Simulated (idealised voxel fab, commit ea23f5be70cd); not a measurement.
process module | voxel double patterning
cross-section cut | 285 nm wide | cells 5 nm
A cross-section is a grid of square cells, given in bands from the top down. A band is one or more rows of cells.
Each band's line starts with the height of the band's top and of its bottom, in nm. Then come its materials from left to right, each with its width in nm. One material with "throughout" fills the band from edge to edge. "air" is empty space.
Height 0 is the level under which the wafer as received is all one material. The lowest band goes on downwards, as in "0 down".
A width such as "30 to 40" changes by the same amount from each row of cells to the next, from the band's top row to its bottom row.
"no change" after a step means that no cell of the cross-section changed.
closed voids: empty space of 8 cells or more with no open way to the top, each as width x height at its distance from the left edge, in nm
after a step's settings: what the simulator itself notes on the step
overlay nm, on a step with a mask: how far to the right of its planned place the mask lay; to the left if negative
plan
1 op RECEIVE | material Si
2 op CONFORMAL_DEP | material SiO2 | thk nm 5
3 op DIRECTIONAL_DEP | material polySi | thk nm 20
4 op DIRECTIONAL_DEP | material SiCN | thk nm 5
5 op MASKED_ETCH | tone open | mask id FIRST | width nm 15 | pitch nm 50 | etch materials SiCN | depth nm 5 | overlay nm 0
6 op MASKED_ETCH | tone open | mask id SECOND | width nm 15 | etch materials SiCN | depth nm 5 | overlay nm 0
7 op DIRECTIONAL_ETCH | etch materials polySi | depth nm 20
8 op STRIP | etch materials SiCN
as received, after step 1
  0 down: Si throughout
  closed voids: none
first wafer at the end, as planned
  25 to 5: polySi 110 | air 15 | polySi 10 | air 15 | polySi 10 | air 15 | polySi 110
  5 to 0: SiO2 throughout
  0 down: Si throughout
  closed voids: none
second wafer at the end: like start, like plan, one mistake
  30 to 25: SiCN 110 | air 15 | SiCN 10 | air 15 | SiCN 10 | air 15 | SiCN 110
  25 to 5: polySi 110 | air 15 | polySi 10 | air 15 | polySi 10 | air 15 | polySi 110
  5 to 0: SiO2 throughout
  0 down: Si throughout
  closed voids: none
what went wrong: step 8 was left out
at the end the second wafer has, in cells: 48 more of SiCN
